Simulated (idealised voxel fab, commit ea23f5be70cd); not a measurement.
This section sets out a process module, namely voxel ribs on slabs.
Each square cell in cross-section cut measures 5 nm, and the section as a whole is 145 nm wide.
This document writes a cross-section as a grid whose cells are square, and gives it as bands, listed from the top down; one or more rows of cells form a band. Band: top height; bottom height; in nm. Then, left to right: material with width in nm, for each material. "full width": a single material spanning edge to edge. "empty": empty space. The reference from which all heights are counted is 0, the level beneath which the as-received wafer is entirely one material; the lowest band, having no lower bound, proceeds downward and is written after the example "top 0, no bottom". Width "30 to 40": first value at the band's top row of cells, second value at its bottom row, equal change from row to row. For the purposes of this document, the phrase "nothing altered" attached to a step denotes that no cell within the cross-section was modified by that step. Each empty space that has no open way to the top and spans at least 8 cells appears under "Entrapped voids" as width x height at distance, the distance counted from the left edge, all in nm. Read whatever lies past the settings on a step's line as the simulator's own remark about the step. The optional step-line setting "overlay nm" applies to steps with a mask and quantifies how far to the right of its planned location the mask lay, a negative value indicating leftward placement.

### This section lists the process steps that were planned
step 1: RECEIVE | material Si
step 2: DIRECTIONAL_DEP | material SiO2 | thk nm 25
step 3: DIRECTIONAL_DEP | material polySi | thk nm 20
step 4: DIRECTIONAL_DEP | material aC | thk nm 15
step 5: PATTERN | tone cover | mask id RIB | material resist | width nm 30 | thk nm 30 | overlay nm 0
step 6: DIRECTIONAL_ETCH | etch materials aC | depth nm 15
step 7: STRIP | etch materials resist
step 8: DIRECTIONAL_ETCH | etch materials polySi | depth nm 10
step 9: STRIP | etch materials aC
step 10: DIRECTIONAL_DEP | material aC | thk nm 10
step 11: PATTERN | tone cover | mask id SLAB | material resist | width nm 80 | thk nm 25 | overlay nm 0
step 12: DIRECTIONAL_ETCH | etch materials aC | depth nm 10
step 13: STRIP | etch materials resist
step 14: DIRECTIONAL_ETCH | etch materials polySi | depth nm 10
step 15: STRIP | etch materials aC
step 16: FILL_DEP | material SiO2 | thk nm 20
step 17: CMP | height nm 55
step 18: DIRECTIONAL_DEP | material W | thk nm 5
step 19: DIRECTIONAL_DEP | material aC | thk nm 15
step 20: PATTERN | tone cover | mask id HEATER | material resist | width nm 40 | thk nm 30 | overlay nm 0
step 21: DIRECTIONAL_ETCH | etch materials aC | depth nm 15
step 22: STRIP | etch materials resist
step 23: DIRECTIONAL_ETCH | etch materials W | depth nm 5
step 24: STRIP | etch materials aC
step 25: CONFORMAL_DEP | material SiO2 | thk nm 10

### The cross-section here shows the wafer as received, i.e. in its state after step 1
* top 0, no bottom | Si full width
* Entrapped voids: none

### The first of the two wafers as seen in cross-section once the module was finished; processing followed the plan
* top 70, bottom 65 | 40 nm empty / 60 nm SiO2 / 45 nm empty
* top 65, bottom 60 | SiO2 full width
* top 60, bottom 55 | 50 nm SiO2 / 40 nm W / 55 nm SiO2
* top 55, bottom 45 | SiO2 full width
* top 45, bottom 35 | 55 nm SiO2 / 30 nm polySi / 60 nm SiO2
* top 35, bottom 25 | 30 nm SiO2 / 80 nm polySi / 35 nm SiO2
* top 25, bottom 0 | SiO2 full width
* top 0, no bottom | Si full width
* Entrapped voids: none

### Second wafer of the two, sectioned at the end of the module. It began like the first and followed the same plan, but one mistake was made while running it
* top 70, bottom 65 | 35 nm empty / 70 nm SiO2 / 40 nm empty
* top 65, bottom 60 | SiO2 full width
* top 60, bottom 55 | 45 nm SiO2 / 50 nm W / 50 nm SiO2
* top 55, bottom 45 | SiO2 full width
* top 45, bottom 35 | 55 nm SiO2 / 30 nm polySi / 60 nm SiO2
* top 35, bottom 25 | 30 nm SiO2 / 80 nm polySi / 35 nm SiO2
* top 25, bottom 0 | SiO2 full width
* top 0, no bottom | Si full width
* Entrapped voids: none
What went wrong in running the wafer? step 20 was run on a setting that differed from the plan, and what really ran there is PATTERN | tone cover | mask id HEATER | material resist | width nm 50 | thk nm 30 | overlay nm 0
Upon completion, the second wafer contains, in terms of cells, a greater or smaller amount of certain materials than the first wafer: +2 W
